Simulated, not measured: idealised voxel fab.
Name of the process module below: voxel capacitor over wiring
Xsec cut, 215 nm wide, square cell size 5 nm.
In this document a cross-section is written as a grid of square cells. It is given as a series of bands, listed from the top down, and a band is one or more rows of cells. Each band's line starts with the height of the band's top and of its bottom, in nm. Then come its materials from left to right, each with its width in nm. One material with "edge to edge" fills the band from edge to edge. "air" is empty space. The level at which height equals 0 is the one under which the wafer, as it arrives, is entirely one material. No lower edge exists for the bottom band, which continues downward and is notated as in "top 0, no bottom". You'd read "30..40" like this: the band's top row of cells is as wide as the first number, its bottom row is as wide as the second, and going down, every row changes width by the same amount as the row before did. Where the words "no change" appear for a step, the cross-section shows no cell changed by that step; every cell remained as before. Look at "Closed void catalog" for the closed voids: empty spaces with no open path to the top, sized 8 cells or up. Each is width x height at distance, distance from the left edge, all nm. Post-settings text on a step line: simulator's own remark regarding the step. You can add "overlay nm" to a step's line. For a step with a mask, it describes how far the mask lay to the right of its planned position, and a negative number describes a lay to the left.
[List of planned process steps]
step 1: op RECEIVE | material Si
step 2: op CONFORMAL_DEP | material SiO2 | thk nm 15
step 3: op DIRECTIONAL_DEP | material TiN | thk nm 5
step 4: op DIRECTIONAL_DEP | material Ru | thk nm 25
step 5: op PATTERN | tone cover | mask id METAL_1 | material resist | width nm 20 | pitch nm 80 | thk nm 15 | overlay nm 0
step 6: op DIRECTIONAL_ETCH | etch materials Ru | depth nm 25
step 7: op DIRECTIONAL_ETCH | etch materials TiN | depth nm 5
step 8: op STRIP | etch materials resist
step 9: op FILL_DEP | material SiO2 | thk nm 5
step 10: op CMP | height nm 45
step 11: op CONFORMAL_DEP | material SiCN | thk nm 5
step 12: op DIRECTIONAL_DEP | material SiO2 | thk nm 10
step 13: op PATTERN | tone open | mask id PLUG_1 | material resist | width nm 15 | thk nm 15 | overlay nm 0
step 14: op DIRECTIONAL_ETCH | etch materials SiO2 | depth nm 10
step 15: op DIRECTIONAL_ETCH | etch materials SiCN | depth nm 5
step 16: op STRIP | etch materials resist
step 17: op EPI | material Ru | thk nm 10
step 18: op EPI | material Ru | thk nm 5
step 19: op DIRECTIONAL_DEP | material TiN | thk nm 10
step 20: op DIRECTIONAL_DEP | material Al2O3 | thk nm 5
step 21: op DIRECTIONAL_DEP | material TiN | thk nm 5
step 22: op DIRECTIONAL_DEP | material aC | thk nm 15
step 23: op PATTERN | tone cover | mask id UPPER_PLATE | material resist | width nm 65 | thk nm 30 | overlay nm 0
step 24: op DIRECTIONAL_ETCH | etch materials aC | depth nm 15
step 25: op STRIP | etch materials resist
step 26: op DIRECTIONAL_ETCH | etch materials TiN | depth nm 5
step 27: op DIRECTIONAL_ETCH | etch materials Al2O3 | depth nm 5
step 28: op STRIP | etch materials aC
step 29: op PATTERN | tone cover | mask id LOWER_PLATE | material resist | width nm 75 | thk nm 20 | overlay nm 0
step 30: op DIRECTIONAL_ETCH | etch materials TiN | depth nm 10
step 31: op STRIP | etch materials resist
step 32: op FILL_DEP | material SiO2 | thk nm 15
step 33: op CMP | height nm 90
step 34: op PATTERN | tone open | mask id PLUG_2 | material resist | width nm 15 | thk nm 15 | overlay nm 0
step 35: op DIRECTIONAL_ETCH | etch materials SiO2 | depth nm 10
step 36: op STRIP | etch materials resist
step 37: op CONFORMAL_DEP | material TiN | thk nm 5
step 38: op FILL_DEP | material W | thk nm 10
step 39: op CMP | height nm 90
step 40: op CONFORMAL_DEP | material SiCN | thk nm 5
[Cross-sectional view of the wafer in its as-received condition, corresponding to the state after step 1]
  top 0, no bottom  Si edge to edge
  Closed void catalog: none
[This is how the wafer looks in cross-section once the module is done, given the starting state and plan above and one mistake in carrying the plan out]
  top 95, bottom 90  SiCN edge to edge
  top 90, bottom 85  70 SiO2, 5 TiN, 5 W, 5 TiN, 130 SiO2
  top 85, bottom 75  70..60 SiO2, 15..65 TiN, 130..90 SiO2
  top 75, bottom 70  60 SiO2, 65 Al2O3, 90 SiO2
  top 70, bottom 60  60 SiO2, 75 TiN, 80 SiO2
  top 60, bottom 50  60 SiO2, 15 Ru, 140 SiO2
  top 50, bottom 45  60 SiCN, 15 Ru, 140 SiCN
  top 45, bottom 20  55 SiO2, 20 Ru, 60 SiO2, 20 Ru, 60 SiO2
  top 20, bottom 15  55 SiO2, 20 TiN, 60 SiO2, 20 TiN, 60 SiO2
  top 15, bottom 0  SiO2 edge to edge
  top 0, no bottom  Si edge to edge
  Closed void catalog: none
what went wrong: step 29 went in with a setting other than planned; the actual run was op PATTERN | tone cover | mask id LOWER_PLATE | material resist | width nm 75 | thk nm 20 | overlay nm 5
